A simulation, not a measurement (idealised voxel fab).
Process module in this document: voxel self aligned vias
Each square cell in cross-section cut measures 5 nm, and the section as a whole is 165 nm wide.
This document writes a cross-section as a grid whose cells are square, and gives it as bands, listed from the top down; one or more rows of cells form a band. This entry defines a band. It first specifies the height of the band's top and the height of its bottom in nm, and then specifies the band's materials from left to right, stating each material with its width in nm. The word "throughout" identifies a single material that fills the band from edge to edge, while the word "blank" identifies empty space. All heights in this document are referenced to 0, defined as the level beneath which the wafer, as received, consists entirely of one material. The lowest band is not bounded below; it extends indefinitely downward and is written in the form "0 down". It should be noted that a width expressed as "30->40" varies in equal increments from row to row of cells within the band, taking the value of the first number at the top row and that of the second number at the bottom row. For the purposes of this document, the phrase "all unchanged" attached to a step denotes that no cell within the cross-section was modified by that step. "Enclosed void inventory" enumerates empty spaces isolated from the top, with no open way to it, that contain at least 8 cells, giving each as width x height at distance from the left edge, all three in nm. On each step's line, the part that comes after the settings is the simulator's own comment on the step. Among the settings permitted on a step's line is "overlay nm"; applied to a step with a mask, it specifies the extent to which the mask lay to the right of its planned position, whereas a negative figure signifies a position to the left. Heads up before you read on: it's before/after pairs around one process step each, after side only down to the lowest band that changed, step plus settings under the pair. Pairs can be from different runs of this module, same starting wafer, so only chain a pair onto the one above if its "Structure before processing" entry says so.
-- Structure before processing
	0 down = Si throughout
	Enclosed void inventory: none
-- Post-Step Cross-Section
	15 to 0 = SiO2 throughout
	Below a height of 0, the structure has not been altered.
	Enclosed void inventory: none
Can you name the step between the two cross-sections above? It is CONFORMAL_DEP,material SiO2,thk nm 15
Structure before processing: identical to the post-step cross-section of the immediately preceding pair.
-- Post-Step Cross-Section
	20 to 15 = SiCN throughout
	Below a height of 15, the structure has not been altered.
	Enclosed void inventory: none
Can you name the step between the two cross-sections above? It is CONFORMAL_DEP,material SiCN,thk nm 5
Structure before processing: identical to the post-step cross-section of the immediately preceding pair.
-- Post-Step Cross-Section
	40 to 20 = SiO2 throughout
	Below a height of 20, the structure has not been altered.
	Enclosed void inventory: none
Can you name the step between the two cross-sections above? It is DIRECTIONAL_DEP,material SiO2,thk nm 20
Structure before processing: identical to the post-step cross-section of the immediately preceding pair.
-- Post-Step Cross-Section
	40 to 20 = SiO2 45 nm, blank 20 nm, SiO2 35 nm, blank 20 nm, SiO2 45 nm
	Below a height of 20, the structure has not been altered.
	Enclosed void inventory: none
Can you name the step between the two cross-sections above? It is MASKED_ETCH,tone open,mask id LINES,width nm 20,pitch nm 55,etch materials SiO2,depth nm 20,overlay nm 0
Structure before processing: identical to the post-step cross-section of the immediately preceding pair.
-- Post-Step Cross-Section
	45 to 40 = TiN 50 nm, blank 10 nm, TiN 45 nm, blank 10 nm, TiN 50 nm
	40 to 25 = SiO2 45 nm, TiN 5 nm, blank 10 nm, TiN 5 nm, SiO2 35 nm, TiN 5 nm, blank 10 nm, TiN 5 nm, SiO2 45 nm
	25 to 20 = SiO2 45 nm, TiN 20 nm, SiO2 35 nm, TiN 20 nm, SiO2 45 nm
	Below a height of 20, the structure has not been altered.
	Enclosed void inventory: none
Can you name the step between the two cross-sections above? It is CONFORMAL_DEP,material TiN,thk nm 5
Structure before processing: identical to the post-step cross-section of the immediately preceding pair.
-- Post-Step Cross-Section
	50 to 45 = Ru throughout
	45 to 40 = TiN 50 nm, Ru 10 nm, TiN 45 nm, Ru 10 nm, TiN 50 nm
	40 to 25 = SiO2 45 nm, TiN 5 nm, Ru 10 nm, TiN 5 nm, SiO2 35 nm, TiN 5 nm, Ru 10 nm, TiN 5 nm, SiO2 45 nm
	Below a height of 25, the structure has not been altered.
	Enclosed void inventory: none
Can you name the step between the two cross-sections above? It is FILL_DEP,material Ru,thk nm 5
Structure before processing: identical to the post-step cross-section of the immediately preceding pair.
-- Post-Step Cross-Section
	40 to 25 = SiO2 45 nm, TiN 5 nm, Ru 10 nm, TiN 5 nm, SiO2 35 nm, TiN 5 nm, Ru 10 nm, TiN 5 nm, SiO2 45 nm
	Below a height of 25, the structure has not been altered.
	Enclosed void inventory: none
Can you name the step between the two cross-sections above? It is CMP,height nm 40
Structure before processing: identical to the post-step cross-section of the immediately preceding pair.
-- Post-Step Cross-Section
	40 to 35 = SiO2 45 nm, blank 20 nm, SiO2 35 nm, blank 20 nm, SiO2 45 nm
	Below a height of 35, the structure has not been altered.
	Enclosed void inventory: none
Can you name the step between the two cross-sections above? It is SELECTIVE_ETCH,etch materials W Ru TiN,depth nm 5
Structure before processing: identical to the post-step cross-section of the immediately preceding pair.
-- Post-Step Cross-Section
	50 to 40 = SiN throughout
	40 to 35 = SiO2 45 nm, SiN 20 nm, SiO2 35 nm, SiN 20 nm, SiO2 45 nm
	Below a height of 35, the structure has not been altered.
	Enclosed void inventory: none
Can you name the step between the two cross-sections above? It is FILL_DEP,material SiN,thk nm 10
Structure before processing: identical to the post-step cross-section of the immediately preceding pair.
-- Post-Step Cross-Section
	40 to 35 = SiO2 45 nm, SiN 20 nm, SiO2 35 nm, SiN 20 nm, SiO2 45 nm
	Below a height of 35, the structure has not been altered.
	Enclosed void inventory: none
Can you name the step between the two cross-sections above? It is CMP,height nm 40
Structure before processing: identical to the post-step cross-section of the immediately preceding pair.
-- Post-Step Cross-Section
	60 to 40 = SiO2 throughout
	Below a height of 40, the structure has not been altered.
	Enclosed void inventory: none
Can you name the step between the two cross-sections above? It is DIRECTIONAL_DEP,material SiO2,thk nm 20
Structure before processing: identical to the post-step cross-section of the immediately preceding pair.
-- Post-Step Cross-Section
	70 to 60 = aC throughout
	Below a height of 60, the structure has not been altered.
	Enclosed void inventory: none
Can you name the step between the two cross-sections above? It is DIRECTIONAL_DEP,material aC,thk nm 10
Structure before processing: identical to the post-step cross-section of the immediately preceding pair.
-- Post-Step Cross-Section
	100 to 70 = resist 40 nm, blank 30 nm, resist 95 nm
	Below a height of 70, the structure has not been altered.
	Enclosed void inventory: none
Can you name the step between the two cross-sections above? It is PATTERN,tone open,mask id VIAS,material resist,width nm 30,thk nm 30,overlay nm 0
Structure before processing: identical to the post-step cross-section of the immediately preceding pair.
-- Post-Step Cross-Section
	90 to 70 = resist 40 nm, blank 30 nm, resist 95 nm
	70 to 60 = aC 40 nm, blank 30 nm, aC 95 nm
	Below a height of 60, the structure has not been altered.
	Enclosed void inventory: none
Can you name the step between the two cross-sections above? It is DIRECTIONAL_ETCH,etch materials aC,depth nm 10
Structure before processing: identical to the post-step cross-section of the immediately preceding pair.
-- Post-Step Cross-Section
	70 to 60 = aC 40 nm, blank 30 nm, aC 95 nm
	Below a height of 60, the structure has not been altered.
	Enclosed void inventory: none
Can you name the step between the two cross-sections above? It is STRIP,etch materials resist
Structure before processing: identical to the post-step cross-section of the immediately preceding pair.
-- Post-Step Cross-Section
	70 to 60 = aC 40 nm, blank 30 nm, aC 95 nm
	60 to 40 = SiO2 40 nm, blank 30 nm, SiO2 95 nm
	Below a height of 40, the structure has not been altered.
	Enclosed void inventory: none
Can you name the step between the two cross-sections above? It is DIRECTIONAL_ETCH,etch materials SiO2,depth nm 20
Structure before processing: identical to the post-step cross-section of the immediately preceding pair.
-- Post-Step Cross-Section
	70 to 60 = aC 40 nm, blank 30 nm, aC 95 nm
	60 to 40 = SiO2 40 nm, blank 30 nm, SiO2 95 nm
	40 to 35 = SiO2 45 nm, blank 20 nm, SiO2 35 nm, SiN 20 nm, SiO2 45 nm
	Below a height of 35, the structure has not been altered.
	Enclosed void inventory: none
Can you name the step between the two cross-sections above? It is DIRECTIONAL_ETCH,etch materials SiN,depth nm 5
Structure before processing: identical to the post-step cross-section of the immediately preceding pair.
-- Post-Step Cross-Section
	60 to 40 = SiO2 40 nm, blank 30 nm, SiO2 95 nm
	Below a height of 40, the structure has not been altered.
	Enclosed void inventory: none
Can you name the step between the two cross-sections above? It is STRIP,etch materials aC
Structure before processing: identical to the post-step cross-section of the immediately preceding pair.
-- Post-Step Cross-Section
	65 to 60 = TiN 45 nm, blank 20 nm, TiN 100 nm
	60 to 45 = SiO2 40 nm, TiN 5 nm, blank 20 nm, TiN 5 nm, SiO2 95 nm
	45 to 40 = SiO2 40 nm, TiN 10 nm, blank 10 nm, TiN 10 nm, SiO2 95 nm
	40 to 35 = SiO2 45 nm, TiN 20 nm, SiO2 35 nm, SiN 20 nm, SiO2 45 nm
	Below a height of 35, the structure has not been altered.
	Enclosed void inventory: none
Can you name the step between the two cross-sections above? It is CONFORMAL_DEP,material TiN,thk nm 5
Structure before processing: identical to the post-step cross-section of the immediately preceding pair.
-- Post-Step Cross-Section
	70 to 65 = Cu throughout
	65 to 60 = TiN 45 nm, Cu 20 nm, TiN 100 nm
	60 to 45 = SiO2 40 nm, TiN 5 nm, Cu 20 nm, TiN 5 nm, SiO2 95 nm
	45 to 40 = SiO2 40 nm, TiN 10 nm, Cu 10 nm, TiN 10 nm, SiO2 95 nm
	Below a height of 40, the structure has not been altered.
	Enclosed void inventory: none
Can you name the step between the two cross-sections above? It is FILL_DEP,material Cu,thk nm 5
Structure before processing: identical to the post-step cross-section of the immediately preceding pair.
-- Post-Step Cross-Section
	60 to 45 = SiO2 40 nm, TiN 5 nm, Cu 20 nm, TiN 5 nm, SiO2 95 nm
	Below a height of 45, the structure has not been altered.
	Enclosed void inventory: none
Can you name the step between the two cross-sections above? It is CMP,height nm 60
Structure before processing: identical to the post-step cross-section of the immediately preceding pair.
-- Post-Step Cross-Section
	65 to 60 = SiCN throughout
	Below a height of 60, the structure has not been altered.
	Enclosed void inventory: none
Can you name the step between the two cross-sections above? It is CONFORMAL_DEP,material SiCN,thk nm 5
-- Structure before processing
	15 to 0 = SiO2 throughout
	0 down = Si throughout
	Enclosed void inventory: none
-- Post-Step Cross-Section
	35 to 0 = SiO2 throughout
	Below a height of 0, the structure has not been altered.
	Enclosed void inventory: none
Can you name the step between the two cross-sections above? It is DIRECTIONAL_DEP,material SiO2,thk nm 20
Structure before processing: identical to the post-step cross-section of the immediately preceding pair.
-- Post-Step Cross-Section
	35 to 15 = SiO2 45 nm, blank 20 nm, SiO2 35 nm, blank 20 nm, SiO2 45 nm
	Below a height of 15, the structure has not been altered.
	Enclosed void inventory: none
Can you name the step between the two cross-sections above? It is MASKED_ETCH,tone open,mask id LINES,width nm 20,pitch nm 55,etch materials SiO2,depth nm 20,overlay nm 0
Structure before processing: identical to the post-step cross-section of the immediately preceding pair.
-- Post-Step Cross-Section
	40 to 35 = TiN 50 nm, blank 10 nm, TiN 45 nm, blank 10 nm, TiN 50 nm
	35 to 20 = SiO2 45 nm, TiN 5 nm, blank 10 nm, TiN 5 nm, SiO2 35 nm, TiN 5 nm, blank 10 nm, TiN 5 nm, SiO2 45 nm
	20 to 15 = SiO2 45 nm, TiN 20 nm, SiO2 35 nm, TiN 20 nm, SiO2 45 nm
	Below a height of 15, the structure has not been altered.
	Enclosed void inventory: none
Can you name the step between the two cross-sections above? It is CONFORMAL_DEP,material TiN,thk nm 5
Structure before processing: identical to the post-step cross-section of the immediately preceding pair.
-- Post-Step Cross-Section
	45 to 40 = Ru throughout
	40 to 35 = TiN 50 nm, Ru 10 nm, TiN 45 nm, Ru 10 nm, TiN 50 nm
	35 to 20 = SiO2 45 nm, TiN 5 nm, Ru 10 nm, TiN 5 nm, SiO2 35 nm, TiN 5 nm, Ru 10 nm, TiN 5 nm, SiO2 45 nm
	Below a height of 20, the structure has not been altered.
	Enclosed void inventory: none
Can you name the step between the two cross-sections above? It is FILL_DEP,material Ru,thk nm 5
Structure before processing: identical to the post-step cross-section of the immediately preceding pair.
-- Post-Step Cross-Section
	40 to 35 = TiN 50 nm, Ru 10 nm, TiN 45 nm, Ru 10 nm, TiN 50 nm
	Below a height of 35, the structure has not been altered.
	Enclosed void inventory: none
Can you name the step between the two cross-sections above? It is CMP,height nm 40
Structure before processing: identical to the post-step cross-section of the immediately preceding pair.
-- Post-Step Cross-Section
	35 to 20 = SiO2 45 nm, TiN 5 nm, Ru 10 nm, TiN 5 nm, SiO2 35 nm, TiN 5 nm, Ru 10 nm, TiN 5 nm, SiO2 45 nm
	Below a height of 20, the structure has not been altered.
	Enclosed void inventory: none
Can you name the step between the two cross-sections above? It is SELECTIVE_ETCH,etch materials W Ru TiN,depth nm 5
Structure before processing: identical to the post-step cross-section of the immediately preceding pair.
-- Post-Step Cross-Section
	45 to 35 = SiN throughout
	Below a height of 35, the structure has not been altered.
	Enclosed void inventory: none
Can you name the step between the two cross-sections above? It is FILL_DEP,material SiN,thk nm 10
Structure before processing: identical to the post-step cross-section of the immediately preceding pair.
-- Post-Step Cross-Section
	40 to 35 = SiN throughout
	Below a height of 35, the structure has not been altered.
	Enclosed void inventory: none
Can you name the step between the two cross-sections above? It is CMP,height nm 40
Structure before processing: identical to the post-step cross-section of the immediately preceding pair.
-- Post-Step Cross-Section
	60 to 40 = SiO2 throughout
	Below a height of 40, the structure has not been altered.
	Enclosed void inventory: none
Can you name the step between the two cross-sections above? It is DIRECTIONAL_DEP,material SiO2,thk nm 20
Structure before processing: identical to the post-step cross-section of the immediately preceding pair.
-- Post-Step Cross-Section
	70 to 60 = aC throughout
	Below a height of 60, the structure has not been altered.
	Enclosed void inventory: none
Can you name the step between the two cross-sections above? It is DIRECTIONAL_DEP,material aC,thk nm 10
Structure before processing: identical to the post-step cross-section of the immediately preceding pair.
-- Post-Step Cross-Section
	100 to 70 = resist 40 nm, blank 30 nm, resist 95 nm
	Below a height of 70, the structure has not been altered.
	Enclosed void inventory: none
Can you name the step between the two cross-sections above? It is PATTERN,tone open,mask id VIAS,material resist,width nm 30,thk nm 30,overlay nm 0
Structure before processing: identical to the post-step cross-section of the immediately preceding pair.
-- Post-Step Cross-Section
	90 to 70 = resist 40 nm, blank 30 nm, resist 95 nm
	70 to 60 = aC 40 nm, blank 30 nm, aC 95 nm
	Below a height of 60, the structure has not been altered.
	Enclosed void inventory: none
Can you name the step between the two cross-sections above? It is DIRECTIONAL_ETCH,etch materials aC,depth nm 10
Structure before processing: identical to the post-step cross-section of the immediately preceding pair.
-- Post-Step Cross-Section
	70 to 60 = aC 40 nm, blank 30 nm, aC 95 nm
	Below a height of 60, the structure has not been altered.
	Enclosed void inventory: none
Can you name the step between the two cross-sections above? It is STRIP,etch materials resist
Structure before processing: identical to the post-step cross-section of the immediately preceding pair.
-- Post-Step Cross-Section
	70 to 60 = aC 40 nm, blank 30 nm, aC 95 nm
	60 to 40 = SiO2 40 nm, blank 30 nm, SiO2 95 nm
	Below a height of 40, the structure has not been altered.
	Enclosed void inventory: none
Can you name the step between the two cross-sections above? It is DIRECTIONAL_ETCH,etch materials SiO2,depth nm 20
Structure before processing: identical to the post-step cross-section of the immediately preceding pair.
-- Post-Step Cross-Section
	70 to 60 = aC 40 nm, blank 30 nm, aC 95 nm
	60 to 40 = SiO2 40 nm, blank 30 nm, SiO2 95 nm
	40 to 35 = SiN 40 nm, blank 30 nm, SiN 95 nm
	Below a height of 35, the structure has not been altered.
	Enclosed void inventory: none
Can you name the step between the two cross-sections above? It is DIRECTIONAL_ETCH,etch materials SiN,depth nm 5
Structure before processing: identical to the post-step cross-section of the immediately preceding pair.
-- Post-Step Cross-Section
	60 to 40 = SiO2 40 nm, blank 30 nm, SiO2 95 nm
	Below a height of 40, the structure has not been altered.
	Enclosed void inventory: none
Can you name the step between the two cross-sections above? It is STRIP,etch materials aC
Structure before processing: identical to the post-step cross-section of the immediately preceding pair.
-- Post-Step Cross-Section
	65 to 60 = TiN 45 nm, blank 20 nm, TiN 100 nm
	60 to 40 = SiO2 40 nm, TiN 5 nm, blank 20 nm, TiN 5 nm, SiO2 95 nm
	40 to 35 = SiN 40 nm, TiN 30 nm, SiN 95 nm
	Below a height of 35, the structure has not been altered.
	Enclosed void inventory: none
Can you name the step between the two cross-sections above? It is CONFORMAL_DEP,material TiN,thk nm 5
Structure before processing: identical to the post-step cross-section of the immediately preceding pair.
-- Post-Step Cross-Section
	70 to 65 = Cu throughout
	65 to 60 = TiN 45 nm, Cu 20 nm, TiN 100 nm
	60 to 40 = SiO2 40 nm, TiN 5 nm, Cu 20 nm, TiN 5 nm, SiO2 95 nm
	Below a height of 40, the structure has not been altered.
	Enclosed void inventory: none
Can you name the step between the two cross-sections above? It is FILL_DEP,material Cu,thk nm 5
Structure before processing: identical to the post-step cross-section of the immediately preceding pair.
-- Post-Step Cross-Section
	60 to 40 = SiO2 40 nm, TiN 5 nm, Cu 20 nm, TiN 5 nm, SiO2 95 nm
	Below a height of 40, the structure has not been altered.
	Enclosed void inventory: none
Can you name the step between the two cross-sections above? It is CMP,height nm 60
Structure before processing: identical to the post-step cross-section of the immediately preceding pair.
-- Post-Step Cross-Section
	65 to 60 = SiCN throughout
	Below a height of 60, the structure has not been altered.
	Enclosed void inventory: none
Can you name the step between the two cross-sections above? It is CONFORMAL_DEP,material SiCN,thk nm 5
-- Structure before processing
	15 to 0 = SiO2 throughout
	0 down = Si throughout
	Enclosed void inventory: none
-- Post-Step Cross-Section
	30 to 0 = SiO2 throughout
	Below a height of 0, the structure has not been altered.
	Enclosed void inventory: none
Can you name the step between the two cross-sections above? It is CONFORMAL_DEP,material SiO2,thk nm 15
Structure before processing: identical to the post-step cross-section of the immediately preceding pair.
-- Post-Step Cross-Section
	35 to 30 = SiCN throughout
	Below a height of 30, the structure has not been altered.
	Enclosed void inventory: none
Can you name the step between the two cross-sections above? It is CONFORMAL_DEP,material SiCN,thk nm 5
Structure before processing: identical to the post-step cross-section of the immediately preceding pair.
-- Post-Step Cross-Section
	55 to 35 = SiO2 throughout
	Below a height of 35, the structure has not been altered.
	Enclosed void inventory: none
Can you name the step between the two cross-sections above? It is DIRECTIONAL_DEP,material SiO2,thk nm 20
Structure before processing: identical to the post-step cross-section of the immediately preceding pair.
-- Post-Step Cross-Section
	55 to 35 = SiO2 45 nm, blank 20 nm, SiO2 35 nm, blank 20 nm, SiO2 45 nm
	Below a height of 35, the structure has not been altered.
	Enclosed void inventory: none
Can you name the step between the two cross-sections above? It is MASKED_ETCH,tone open,mask id LINES,width nm 20,pitch nm 55,etch materials SiO2,depth nm 20,overlay nm 0
Structure before processing: identical to the post-step cross-section of the immediately preceding pair.
-- Post-Step Cross-Section
	60 to 55 = TiN 50 nm, blank 10 nm, TiN 45 nm, blank 10 nm, TiN 50 nm
	55 to 40 = SiO2 45 nm, TiN 5 nm, blank 10 nm, TiN 5 nm, SiO2 35 nm, TiN 5 nm, blank 10 nm, TiN 5 nm, SiO2 45 nm
	40 to 35 = SiO2 45 nm, TiN 20 nm, SiO2 35 nm, TiN 20 nm, SiO2 45 nm
	Below a height of 35, the structure has not been altered.
	Enclosed void inventory: none
Can you name the step between the two cross-sections above? It is CONFORMAL_DEP,material TiN,thk nm 5
Structure before processing: identical to the post-step cross-section of the immediately preceding pair.
-- Post-Step Cross-Section
	65 to 60 = Ru throughout
	60 to 55 = TiN 50 nm, Ru 10 nm, TiN 45 nm, Ru 10 nm, TiN 50 nm
	55 to 40 = SiO2 45 nm, TiN 5 nm, Ru 10 nm, TiN 5 nm, SiO2 35 nm, TiN 5 nm, Ru 10 nm, TiN 5 nm, SiO2 45 nm
	Below a height of 40, the structure has not been altered.
	Enclosed void inventory: none
Can you name the step between the two cross-sections above? It is FILL_DEP,material Ru,thk nm 5
Structure before processing: identical to the post-step cross-section of the immediately preceding pair.
-- Post-Step Cross-Section
	40 to 35 = SiO2 45 nm, TiN 20 nm, SiO2 35 nm, TiN 20 nm, SiO2 45 nm
	Below a height of 35, the structure has not been altered.
	Enclosed void inventory: none
Can you name the step between the two cross-sections above? It is CMP,height nm 40
Structure before processing: identical to the post-step cross-section of the immediately preceding pair.
-- Post-Step Cross-Section
	40 to 35 = SiO2 45 nm, blank 20 nm, SiO2 35 nm, blank 20 nm, SiO2 45 nm
	Below a height of 35, the structure has not been altered.
	Enclosed void inventory: none
Can you name the step between the two cross-sections above? It is SELECTIVE_ETCH,etch materials W Ru TiN,depth nm 5
Structure before processing: identical to the post-step cross-section of the immediately preceding pair.
-- Post-Step Cross-Section
	50 to 40 = SiN throughout
	40 to 35 = SiO2 45 nm, SiN 20 nm, SiO2 35 nm, SiN 20 nm, SiO2 45 nm
	Below a height of 35, the structure has not been altered.
	Enclosed void inventory: none
Can you name the step between the two cross-sections above? It is FILL_DEP,material SiN,thk nm 10
Structure before processing: identical to the post-step cross-section of the immediately preceding pair.
-- Post-Step Cross-Section
	40 to 35 = SiO2 45 nm, SiN 20 nm, SiO2 35 nm, SiN 20 nm, SiO2 45 nm
	Below a height of 35, the structure has not been altered.
	Enclosed void inventory: none
Can you name the step between the two cross-sections above? It is CMP,height nm 40
Structure before processing: identical to the post-step cross-section of the immediately preceding pair.
-- Post-Step Cross-Section
	60 to 40 = SiO2 throughout
	Below a height of 40, the structure has not been altered.
	Enclosed void inventory: none
Can you name the step between the two cross-sections above? It is DIRECTIONAL_DEP,material SiO2,thk nm 20
Structure before processing: identical to the post-step cross-section of the immediately preceding pair.
-- Post-Step Cross-Section
	70 to 60 = aC throughout
	Below a height of 60, the structure has not been altered.
	Enclosed void inventory: none
Can you name the step between the two cross-sections above? It is DIRECTIONAL_DEP,material aC,thk nm 10
Structure before processing: identical to the post-step cross-section of the immediately preceding pair.
-- Post-Step Cross-Section
	100 to 70 = resist 40 nm, blank 30 nm, resist 95 nm
	Below a height of 70, the structure has not been altered.
	Enclosed void inventory: none
Can you name the step between the two cross-sections above? It is PATTERN,tone open,mask id VIAS,material resist,width nm 30,thk nm 30,overlay nm 0
Structure before processing: identical to the post-step cross-section of the immediately preceding pair.
-- Post-Step Cross-Section
	90 to 70 = resist 40 nm, blank 30 nm, resist 95 nm
	70 to 60 = aC 40 nm, blank 30 nm, aC 95 nm
	Below a height of 60, the structure has not been altered.
	Enclosed void inventory: none
Can you name the step between the two cross-sections above? It is DIRECTIONAL_ETCH,etch materials aC,depth nm 10
Structure before processing: identical to the post-step cross-section of the immediately preceding pair.
-- Post-Step Cross-Section
	70 to 60 = aC 40 nm, blank 30 nm, aC 95 nm
	Below a height of 60, the structure has not been altered.
	Enclosed void inventory: none
Can you name the step between the two cross-sections above? It is STRIP,etch materials resist
Structure before processing: identical to the post-step cross-section of the immediately preceding pair.
-- Post-Step Cross-Section
	70 to 60 = aC 40 nm, blank 30 nm, aC 95 nm
	60 to 40 = SiO2 40 nm, blank 30 nm, SiO2 95 nm
	Below a height of 40, the structure has not been altered.
	Enclosed void inventory: none
Can you name the step between the two cross-sections above? It is DIRECTIONAL_ETCH,etch materials SiO2,depth nm 20
Structure before processing: identical to the post-step cross-section of the immediately preceding pair.
-- Post-Step Cross-Section
	70 to 60 = aC 40 nm, blank 30 nm, aC 95 nm
	60 to 40 = SiO2 40 nm, blank 30 nm, SiO2 95 nm
	40 to 35 = SiO2 45 nm, blank 20 nm, SiO2 35 nm, SiN 20 nm, SiO2 45 nm
	Below a height of 35, the structure has not been altered.
	Enclosed void inventory: none
Can you name the step between the two cross-sections above? It is DIRECTIONAL_ETCH,etch materials SiN,depth nm 5
Structure before processing: identical to the post-step cross-section of the immediately preceding pair.
-- Post-Step Cross-Section
	60 to 40 = SiO2 40 nm, blank 30 nm, SiO2 95 nm
	Below a height of 40, the structure has not been altered.
	Enclosed void inventory: none
Can you name the step between the two cross-sections above? It is STRIP,etch materials aC
Structure before processing: identical to the post-step cross-section of the immediately preceding pair.
-- Post-Step Cross-Section
	65 to 60 = TiN 45 nm, blank 20 nm, TiN 100 nm
	60 to 45 = SiO2 40 nm, TiN 5 nm, blank 20 nm, TiN 5 nm, SiO2 95 nm
	45 to 40 = SiO2 40 nm, TiN 10 nm, blank 10 nm, TiN 10 nm, SiO2 95 nm
	40 to 35 = SiO2 45 nm, TiN 20 nm, SiO2 35 nm, SiN 20 nm, SiO2 45 nm
	Below a height of 35, the structure has not been altered.
	Enclosed void inventory: none
Can you name the step between the two cross-sections above? It is CONFORMAL_DEP,material TiN,thk nm 5
Structure before processing: identical to the post-step cross-section of the immediately preceding pair.
-- Post-Step Cross-Section
	70 to 65 = Cu throughout
	65 to 60 = TiN 45 nm, Cu 20 nm, TiN 100 nm
	60 to 45 = SiO2 40 nm, TiN 5 nm, Cu 20 nm, TiN 5 nm, SiO2 95 nm
	45 to 40 = SiO2 40 nm, TiN 10 nm, Cu 10 nm, TiN 10 nm, SiO2 95 nm
	Below a height of 40, the structure has not been altered.
	Enclosed void inventory: none
Can you name the step between the two cross-sections above? It is FILL_DEP,material Cu,thk nm 5
Structure before processing: identical to the post-step cross-section of the immediately preceding pair.
-- Post-Step Cross-Section
	60 to 45 = SiO2 40 nm, TiN 5 nm, Cu 20 nm, TiN 5 nm, SiO2 95 nm
	Below a height of 45, the structure has not been altered.
	Enclosed void inventory: none
Can you name the step between the two cross-sections above? It is CMP,height nm 60
Structure before processing: identical to the post-step cross-section of the immediately preceding pair.
-- Post-Step Cross-Section
	65 to 60 = SiCN throughout
	Below a height of 60, the structure has not been altered.
	Enclosed void inventory: none
Can you name the step between the two cross-sections above? It is CONFORMAL_DEP,material SiCN,thk nm 5
-- Structure before processing
	35 to 0 = SiO2 throughout
	0 down = Si throughout
	Enclosed void inventory: none
-- Post-Step Cross-Section
	40 to 35 = SiCN throughout
	Below a height of 35, the structure has not been altered.
	Enclosed void inventory: none
Can you name the step between the two cross-sections above? It is CONFORMAL_DEP,material SiCN,thk nm 5
Structure before processing: identical to the post-step cross-section of the immediately preceding pair.
-- Post-Step Cross-Section
	45 to 40 = TiN throughout
	Below a height of 40, the structure has not been altered.
	Enclosed void inventory: none
Can you name the step between the two cross-sections above? It is CONFORMAL_DEP,material TiN,thk nm 5
Structure before processing: identical to the post-step cross-section of the immediately preceding pair.
-- Post-Step Cross-Section
	50 to 45 = Ru throughout
	Below a height of 45, the structure has not been altered.
	Enclosed void inventory: none
Can you name the step between the two cross-sections above? It is FILL_DEP,material Ru,thk nm 5
Structure before processing: identical to the post-step cross-section of the immediately preceding pair.
-- Post-Step Cross-Section
	40 to 35 = SiCN throughout
	Below a height of 35, the structure has not been altered.
	Enclosed void inventory: none
Can you name the step between the two cross-sections above? It is CMP,height nm 40
Structure before processing: identical to the post-step cross-section of the immediately preceding pair.
-- Post-Step Cross-Section
	50 to 40 = SiN throughout
	Below a height of 40, the structure has not been altered.
	Enclosed void inventory: none
Can you name the step between the two cross-sections above? It is FILL_DEP,material SiN,thk nm 10
Structure before processing: identical to the post-step cross-section of the immediately preceding pair.
-- Post-Step Cross-Section
	40 to 35 = SiCN throughout
	Below a height of 35, the structure has not been altered.
	Enclosed void inventory: none
Can you name the step between the two cross-sections above? It is CMP,height nm 40
Structure before processing: identical to the post-step cross-section of the immediately preceding pair.
-- Post-Step Cross-Section
	60 to 40 = SiO2 throughout
	Below a height of 40, the structure has not been altered.
	Enclosed void inventory: none
Can you name the step between the two cross-sections above? It is DIRECTIONAL_DEP,material SiO2,thk nm 20
Structure before processing: identical to the post-step cross-section of the immediately preceding pair.
-- Post-Step Cross-Section
	70 to 60 = aC throughout
	Below a height of 60, the structure has not been altered.
	Enclosed void inventory: none
Can you name the step between the two cross-sections above? It is DIRECTIONAL_DEP,material aC,thk nm 10
Structure before processing: identical to the post-step cross-section of the immediately preceding pair.
-- Post-Step Cross-Section
	100 to 70 = resist 40 nm, blank 30 nm, resist 95 nm
	Below a height of 70, the structure has not been altered.
	Enclosed void inventory: none
Can you name the step between the two cross-sections above? It is PATTERN,tone open,mask id VIAS,material resist,width nm 30,thk nm 30,overlay nm 0
Structure before processing: identical to the post-step cross-section of the immediately preceding pair.
-- Post-Step Cross-Section
	90 to 70 = resist 40 nm, blank 30 nm, resist 95 nm
	70 to 60 = aC 40 nm, blank 30 nm, aC 95 nm
	Below a height of 60, the structure has not been altered.
	Enclosed void inventory: none
Can you name the step between the two cross-sections above? It is DIRECTIONAL_ETCH,etch materials aC,depth nm 10
Structure before processing: identical to the post-step cross-section of the immediately preceding pair.
-- Post-Step Cross-Section
	70 to 60 = aC 40 nm, blank 30 nm, aC 95 nm
	Below a height of 60, the structure has not been altered.
	Enclosed void inventory: none
Can you name the step between the two cross-sections above? It is STRIP,etch materials resist
Structure before processing: identical to the post-step cross-section of the immediately preceding pair.
-- Post-Step Cross-Section
	70 to 60 = aC 40 nm, blank 30 nm, aC 95 nm
	60 to 40 = SiO2 40 nm, blank 30 nm, SiO2 95 nm
	Below a height of 40, the structure has not been altered.
	Enclosed void inventory: none
Can you name the step between the two cross-sections above? It is DIRECTIONAL_ETCH,etch materials SiO2,depth nm 20
Structure before processing: identical to the post-step cross-section of the immediately preceding pair.
-- Post-Step Cross-Section
	60 to 40 = SiO2 40 nm, blank 30 nm, SiO2 95 nm
	Below a height of 40, the structure has not been altered.
	Enclosed void inventory: none
Can you name the step between the two cross-sections above? It is STRIP,etch materials aC
Structure before processing: identical to the post-step cross-section of the immediately preceding pair.
-- Post-Step Cross-Section
	65 to 60 = TiN 45 nm, blank 20 nm, TiN 100 nm
	60 to 45 = SiO2 40 nm, TiN 5 nm, blank 20 nm, TiN 5 nm, SiO2 95 nm
	45 to 40 = SiO2 40 nm, TiN 30 nm, SiO2 95 nm
	Below a height of 40, the structure has not been altered.
	Enclosed void inventory: none
Can you name the step between the two cross-sections above? It is CONFORMAL_DEP,material TiN,thk nm 5
Structure before processing: identical to the post-step cross-section of the immediately preceding pair.
-- Post-Step Cross-Section
	70 to 65 = Cu throughout
	65 to 60 = TiN 45 nm, Cu 20 nm, TiN 100 nm
	60 to 45 = SiO2 40 nm, TiN 5 nm, Cu 20 nm, TiN 5 nm, SiO2 95 nm
	Below a height of 45, the structure has not been altered.
	Enclosed void inventory: none
Can you name the step between the two cross-sections above? It is FILL_DEP,material Cu,thk nm 5
Structure before processing: identical to the post-step cross-section of the immediately preceding pair.
-- Post-Step Cross-Section
	60 to 45 = SiO2 40 nm, TiN 5 nm, Cu 20 nm, TiN 5 nm, SiO2 95 nm
	Below a height of 45, the structure has not been altered.
	Enclosed void inventory: none
Can you name the step between the two cross-sections above? It is CMP,height nm 60
Structure before processing: identical to the post-step cross-section of the immediately preceding pair.
-- Post-Step Cross-Section
	65 to 60 = SiCN throughout
	Below a height of 60, the structure has not been altered.
	Enclosed void inventory: none
Can you name the step between the two cross-sections above? It is CONFORMAL_DEP,material SiCN,thk nm 5
